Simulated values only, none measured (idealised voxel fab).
Proc. module: voxel self aligned contacts
The width of the displayed cross-section, cut, is 215 nm; its cells are square, with a size of 5 nm.
How to read a cross-section here: the picture is a grid of square cells, written as bands going from the top down, and any band can span one or more rows of cells. Band entry format. Leading values: height of top, height of bottom, nm. Remainder: materials in left-to-right order, each with its width in nm. Special words: "throughout" on a single material, which then fills the band edge to edge; "empty", empty space. Heads up on the height convention: 0 is the point under which the incoming wafer is all one material, and the lowest band has no bottom, it just keeps going down, like "from 0 down". A width such as "30->40" changes by the same amount from each row of cells to the next, from the band's top row to its bottom row. It should be understood that the words "nothing got changed", when stated for a given step, signify that the cross-section underwent no change in any of its cells during that step. You'll see "Closed void register" listing empty spaces that have no way open to the top, as long as they're 8 cells or more; the notation is width x height at distance, where the distance is from the left edge, and all of it is in nm. On a step's line, text after the settings is the simulator commenting on that step. overlay nm: on a step with a mask, how far right of its planned place the mask lay; negative means left.

Intended process steps:
step 1: RECEIVE: material Si
step 2: OXIDIZE: depth nm 5
step 3: DIRECTIONAL_DEP: material polySi, thk nm 25
step 4: DIRECTIONAL_DEP: material SiN, thk nm 15
step 5: PATTERN: tone cover, mask id GATE, material resist, width nm 35, pitch nm 65, thk nm 20, overlay nm 0
step 6: DIRECTIONAL_ETCH: etch materials SiN, depth nm 15
step 7: DIRECTIONAL_ETCH: etch materials polySi, depth nm 25
step 8: STRIP: etch materials resist
step 9: CONFORMAL_DEP: material SiN, thk nm 5
step 10: DIRECTIONAL_ETCH: etch materials SiN, depth nm 5
step 11: FILL_DEP: material SiO2, thk nm 15
step 12: CMP: height nm 45
step 13: MASKED_ETCH: tone open, mask id CONTACT, width nm 40, etch materials SiO2, depth nm 50, overlay nm 0
step 14: CONFORMAL_DEP: material TiN, thk nm 5
step 15: FILL_DEP: material Ru, thk nm 10
step 16: CMP: height nm 45
step 17: CONFORMAL_DEP: material SiCN, thk nm 5

First of two wafers - as planned:

Cross-section of the wafer at receipt, which is the condition after step 1:
from 0 down = Si throughout
Closed void register: none

Step 2 done - wafer cross-section:
from 0 to -5 = SiO2 throughout
Below -5, no change.

Step 3 done - wafer cross-section:
from 25 to 0 = polySi throughout
Below 0, no change.

Step 4 done - wafer cross-section:
from 40 to 25 = SiN throughout
Below 25, no change.

Step 5 done - wafer cross-section:
from 60 to 40 = 55 nm empty; 35 nm resist; 30 nm empty; 35 nm resist; 60 nm empty
Below 40, no change.

Step 6 done - wafer cross-section:
from 60 to 40 = 55 nm empty; 35 nm resist; 30 nm empty; 35 nm resist; 60 nm empty
from 40 to 25 = 55 nm empty; 35 nm SiN; 30 nm empty; 35 nm SiN; 60 nm empty
Below 25, no change.

Step 7 done - wafer cross-section:
from 60 to 40 = 55 nm empty; 35 nm resist; 30 nm empty; 35 nm resist; 60 nm empty
from 40 to 25 = 55 nm empty; 35 nm SiN; 30 nm empty; 35 nm SiN; 60 nm empty
from 25 to 0 = 55 nm empty; 35 nm polySi; 30 nm empty; 35 nm polySi; 60 nm empty
Below 0, no change.

Step 8 done - wafer cross-section:
from 40 to 25 = 55 nm empty; 35 nm SiN; 30 nm empty; 35 nm SiN; 60 nm empty
Below 25, no change.

Step 9 done - wafer cross-section:
from 45 to 25 = 50 nm empty; 45 nm SiN; 20 nm empty; 45 nm SiN; 55 nm empty
from 25 to 5 = 50 nm empty; 5 nm SiN; 35 nm polySi; 5 nm SiN; 20 nm empty; 5 nm SiN; 35 nm polySi; 5 nm SiN; 55 nm empty
from 5 to 0 = 55 nm SiN; 35 nm polySi; 30 nm SiN; 35 nm polySi; 60 nm SiN
Below 0, no change.

Step 10 done - wafer cross-section:
from 40 to 25 = 50 nm empty; 45 nm SiN; 20 nm empty; 45 nm SiN; 55 nm empty
from 25 to 0 = 50 nm empty; 5 nm SiN; 35 nm polySi; 5 nm SiN; 20 nm empty; 5 nm SiN; 35 nm polySi; 5 nm SiN; 55 nm empty
Below 0, no change.

Step 11 done - wafer cross-section:
from 55 to 40 = SiO2 throughout
from 40 to 25 = 50 nm SiO2; 45 nm SiN; 20 nm SiO2; 45 nm SiN; 55 nm SiO2
from 25 to 0 = 50 nm SiO2; 5 nm SiN; 35 nm polySi; 5 nm SiN; 20 nm SiO2; 5 nm SiN; 35 nm polySi; 5 nm SiN; 55 nm SiO2
Below 0, no change.

Step 12 done - wafer cross-section:
from 45 to 40 = SiO2 throughout
Below 40, no change.

Step 13 done - wafer cross-section:
from 45 to 40 = 85 nm SiO2; 40 nm empty; 90 nm SiO2
from 40 to 25 = 50 nm SiO2; 45 nm SiN; 20 nm empty; 45 nm SiN; 55 nm SiO2
from 25 to 0 = 50 nm SiO2; 5 nm SiN; 35 nm polySi; 5 nm SiN; 20 nm empty; 5 nm SiN; 35 nm polySi; 5 nm SiN; 55 nm SiO2
from 0 to -5 = 95 nm SiO2; 20 nm empty; 100 nm SiO2
Below -5, no change.

Step 14 done - wafer cross-section:
from 50 to 45 = 90 nm TiN; 30 nm empty; 95 nm TiN
from 45 to 40 = 85 nm SiO2; 15 nm TiN; 10 nm empty; 15 nm TiN; 90 nm SiO2
from 40 to 25 = 50 nm SiO2; 45 nm SiN; 5 nm TiN; 10 nm empty; 5 nm TiN; 45 nm SiN; 55 nm SiO2
from 25 to 0 = 50 nm SiO2; 5 nm SiN; 35 nm polySi; 5 nm SiN; 5 nm TiN; 10 nm empty; 5 nm TiN; 5 nm SiN; 35 nm polySi; 5 nm SiN; 55 nm SiO2
from 0 to -5 = 95 nm SiO2; 20 nm TiN; 100 nm SiO2
Below -5, no change.

Step 15 done - wafer cross-section:
from 60 to 50 = Ru throughout
from 50 to 45 = 90 nm TiN; 30 nm Ru; 95 nm TiN
from 45 to 40 = 85 nm SiO2; 15 nm TiN; 10 nm Ru; 15 nm TiN; 90 nm SiO2
from 40 to 25 = 50 nm SiO2; 45 nm SiN; 5 nm TiN; 10 nm Ru; 5 nm TiN; 45 nm SiN; 55 nm SiO2
from 25 to 0 = 50 nm SiO2; 5 nm SiN; 35 nm polySi; 5 nm SiN; 5 nm TiN; 10 nm Ru; 5 nm TiN; 5 nm SiN; 35 nm polySi; 5 nm SiN; 55 nm SiO2
Below 0, no change.

Step 16 done - wafer cross-section:
from 45 to 40 = 85 nm SiO2; 15 nm TiN; 10 nm Ru; 15 nm TiN; 90 nm SiO2
Below 40, no change.

Step 17 done - wafer cross-section:
from 50 to 45 = SiCN throughout
Below 45, no change.

Wafer two. Same start, same plan, one slip in execution. Same as wafer one through step 4, inclusive:

Cross-sectional representation of the second wafer at the time designated in the plan for the completion of step 5:
from 60 to 40 = 55 nm resist; 35 nm empty; 30 nm resist; 35 nm empty; 60 nm resist
Below 40, no change.

Cross-sectional representation of the second wafer at the time designated in the plan for the completion of step 6:
from 60 to 40 = 55 nm resist; 35 nm empty; 30 nm resist; 35 nm empty; 60 nm resist
from 40 to 25 = 55 nm SiN; 35 nm empty; 30 nm SiN; 35 nm empty; 60 nm SiN
Below 25, no change.

Cross-sectional representation of the second wafer at the time designated in the plan for the completion of step 7:
from 60 to 40 = 55 nm resist; 35 nm empty; 30 nm resist; 35 nm empty; 60 nm resist
from 40 to 25 = 55 nm SiN; 35 nm empty; 30 nm SiN; 35 nm empty; 60 nm SiN
from 25 to 0 = 55 nm polySi; 35 nm empty; 30 nm polySi; 35 nm empty; 60 nm polySi
Below 0, no change.

Cross-sectional representation of the second wafer at the time designated in the plan for the completion of step 8:
from 40 to 25 = 55 nm SiN; 35 nm empty; 30 nm SiN; 35 nm empty; 60 nm SiN
Below 25, no change.

Cross-sectional representation of the second wafer at the time designated in the plan for the completion of step 9:
from 45 to 25 = 60 nm SiN; 25 nm empty; 40 nm SiN; 25 nm empty; 65 nm SiN
from 25 to 5 = 55 nm polySi; 5 nm SiN; 25 nm empty; 5 nm SiN; 30 nm polySi; 5 nm SiN; 25 nm empty; 5 nm SiN; 60 nm polySi
from 5 to 0 = 55 nm polySi; 35 nm SiN; 30 nm polySi; 35 nm SiN; 60 nm polySi
Below 0, no change.

Cross-sectional representation of the second wafer at the time designated in the plan for the completion of step 10:
from 40 to 25 = 60 nm SiN; 25 nm empty; 40 nm SiN; 25 nm empty; 65 nm SiN
from 25 to 0 = 55 nm polySi; 5 nm SiN; 25 nm empty; 5 nm SiN; 30 nm polySi; 5 nm SiN; 25 nm empty; 5 nm SiN; 60 nm polySi
Below 0, no change.

Cross-sectional representation of the second wafer at the time designated in the plan for the completion of step 11:
from 55 to 40 = SiO2 throughout
from 40 to 25 = 60 nm SiN; 25 nm SiO2; 40 nm SiN; 25 nm SiO2; 65 nm SiN
from 25 to 0 = 55 nm polySi; 5 nm SiN; 25 nm SiO2; 5 nm SiN; 30 nm polySi; 5 nm SiN; 25 nm SiO2; 5 nm SiN; 60 nm polySi
Below 0, no change.

Cross-sectional representation of the second wafer at the time designated in the plan for the completion of step 12:
from 45 to 40 = SiO2 throughout
Below 40, no change.

Cross-sectional representation of the second wafer at the time designated in the plan for the completion of step 13:
from 45 to 40 = 85 nm SiO2; 40 nm empty; 90 nm SiO2
Below 40, no change.

Cross-sectional representation of the second wafer at the time designated in the plan for the completion of step 14:
from 50 to 45 = 90 nm TiN; 30 nm empty; 95 nm TiN
from 45 to 40 = 85 nm SiO2; 40 nm TiN; 90 nm SiO2
Below 40, no change.

Cross-sectional representation of the second wafer at the time designated in the plan for the completion of step 15:
from 60 to 50 = Ru throughout
from 50 to 45 = 90 nm TiN; 30 nm Ru; 95 nm TiN
Below 45, no change.

Cross-sectional representation of the second wafer at the time designated in the plan for the completion of step 16:
from 45 to 40 = 85 nm SiO2; 40 nm TiN; 90 nm SiO2
Below 40, no change.

Cross-sectional representation of the second wafer at the time designated in the plan for the completion of step 17:
from 50 to 45 = SiCN throughout
Below 45, no change.
Here's what went sideways: step 5 was run on a setting that differed from the plan, and what really ran there is PATTERN: tone open, mask id GATE, material resist, width nm 35, pitch nm 65, thk nm 20, overlay nm 0
Final wafer comparison in cells, second versus first, more or fewer per material: 18 fewer of Ru, 45 more of SiN, 84 fewer of SiO2, 18 fewer of TiN, 75 more of polySi
